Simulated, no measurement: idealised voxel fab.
The process module presented herein is designated voxel wiring stack.
140 nm wide, 5 nm square cells: that's cross-section cut.
Square cells in a grid make up a cross-section in this document, and the grid is given as bands, listed from the top down, each one or more rows of cells.
This entry defines a band. It first specifies the height of the band's top and the height of its bottom in nm, and then specifies the band's materials from left to right, stating each material with its width in nm. The word "full width" identifies a single material that fills the band from edge to edge, while the word "blank" identifies empty space.
All heights in this document are referenced to 0, defined as the level beneath which the wafer, as received, consists entirely of one material. The lowest band is not bounded below; it extends indefinitely downward and is written in the form "0 and below".
When a width is written as two numbers, as in "30..40", the first number is the width in the top row of cells of the band and the second is the width in its bottom row, and the width changes by the same amount from each row to the next.
Basically "no alterations made" means that step didn't change any cell in the cross-section.
The label "Closed internal voids" introduces a list of the empty spaces, 8 cells or larger, that have no open way up to the top; each entry in it reads width x height at distance, where the distance is taken from the left edge and all three are stated in nm.
Note: text after step settings on the step line = simulator remark on that step.
If you see "overlay nm" on a step's line and that step has a mask, it's telling you how far right of where it was planned the mask ended up; a negative number means it went left instead.
**Listed below are the process steps as planned**
1) op RECEIVE | material Si
2) op CONFORMAL_DEP | material SiO2 | thk nm 15
3) op DIRECTIONAL_DEP | material TiN | thk nm 5
4) op DIRECTIONAL_DEP | material Ru | thk nm 25
5) op MASKED_ETCH | tone cover | mask id METAL_1 | width nm 25 | pitch nm 40 | etch materials Ru | depth nm 25 | overlay nm 0
6) op MASKED_ETCH | tone cover | mask id METAL_1 | width nm 25 | pitch nm 40 | etch materials TiN | depth nm 5 | overlay nm 0
7) op FILL_DEP | material lowk | thk nm 5
8) op CMP | height nm 45
9) op CONFORMAL_DEP | material SiCN | thk nm 5
10) op DIRECTIONAL_DEP | material lowk | thk nm 20
11) op MASKED_ETCH | tone open | mask id PLUG_1 | width nm 15 | pitch nm 80 | etch materials lowk | depth nm 20 | overlay nm 0
12) op MASKED_ETCH | tone open | mask id PLUG_1 | width nm 15 | pitch nm 80 | etch materials SiCN | depth nm 5 | overlay nm 0
13) op EPI | material Ru | thk nm 10
14) op EPI | material Ru | thk nm 10
15) op EPI | material Ru | thk nm 5
16) op CONFORMAL_DEP | material SiCN | thk nm 5
17) op DIRECTIONAL_DEP | material SiO2 | thk nm 25
18) op MASKED_ETCH | tone open | mask id METAL_2 | width nm 25 | pitch nm 40 | etch materials SiO2 | depth nm 25 | overlay nm 0
19) op MASKED_ETCH | tone open | mask id METAL_2 | width nm 25 | pitch nm 40 | etch materials SiCN | depth nm 5 | overlay nm 0
20) op CONFORMAL_DEP | material TiN | thk nm 5
21) op FILL_DEP | material Cu | thk nm 5
22) op CMP | height nm 100
23) op EPI | material Ru | thk nm 5
24) op FILL_DEP | material SiCN | thk nm 5
**Cross-section of the wafer as it came to us, i.e., already through step 1**
0 and below: Si full width
Closed internal voids: none
**Sectioned view, first of two wafers, at the close of the module, processed as intended in the plan**
110 down to 105: SiCN full width
105 down to 100: 10 of SiCN  35 of Ru  5 of SiCN  35 of Ru  5 of SiCN  35 of Ru  15 of SiCN
100 down to 75: 15 of SiO2  5 of TiN  15 of Cu  5 of TiN  15 of SiO2  5 of TiN  15 of Cu  5 of TiN  15 of SiO2  5 of TiN  15 of Cu  5 of TiN  20 of SiO2
75 down to 70: 15 of SiCN  25 of TiN  15 of SiCN  25 of TiN  15 of SiCN  25 of TiN  20 of SiCN
70 down to 50: 15 of lowk  15 of Ru  65 of lowk  15 of Ru  30 of lowk
50 down to 45: 15 of SiCN  15 of Ru  65 of SiCN  15 of Ru  30 of SiCN
45 down to 20: 15 of lowk  25 of Ru  15 of lowk  25 of Ru  15 of lowk  25 of Ru  20 of lowk
20 down to 15: 15 of lowk  25 of TiN  15 of lowk  25 of TiN  15 of lowk  25 of TiN  20 of lowk
15 down to 0: SiO2 full width
0 and below: Si full width
Closed internal voids: none
**Wafer two, end of module, cross-section. Same start, same plan as wafer one. One mistake in the run**
110 down to 105: SiCN full width
105 down to 100: 10 of SiCN  35 of Ru  5 of SiCN  35 of Ru  5 of SiCN  35 of Ru  15 of SiCN
100 down to 85: 15 of SiO2  5 of TiN  15 of Cu  5 of TiN  15 of SiO2  5 of TiN  15 of Cu  5 of TiN  15 of SiO2  5 of TiN  15 of Cu  5 of TiN  20 of SiO2
85 down to 80: 15 of SiCN  25 of TiN  15 of SiCN  25 of TiN  15 of SiCN  25 of TiN  20 of SiCN
80 down to 70: SiCN full width
70 down to 50: 15 of lowk  15 of Ru  65 of lowk  15 of Ru  30 of lowk
50 down to 45: 15 of SiCN  15 of Ru  65 of SiCN  15 of Ru  30 of SiCN
45 down to 20: 15 of lowk  25 of Ru  15 of lowk  25 of Ru  15 of lowk  25 of Ru  20 of lowk
20 down to 15: 15 of lowk  25 of TiN  15 of lowk  25 of TiN  15 of lowk  25 of TiN  20 of lowk
15 down to 0: SiO2 full width
0 and below: Si full width
Closed internal voids: none
Run error: step 16 did not happen as planned, as run it was op CONFORMAL_DEP | material SiCN | thk nm 15
Count the cells at the end and the second wafer has more or fewer of some materials than the first: 18 fewer of Cu; 56 more of SiCN; 26 fewer of SiO2; 12 fewer of TiN
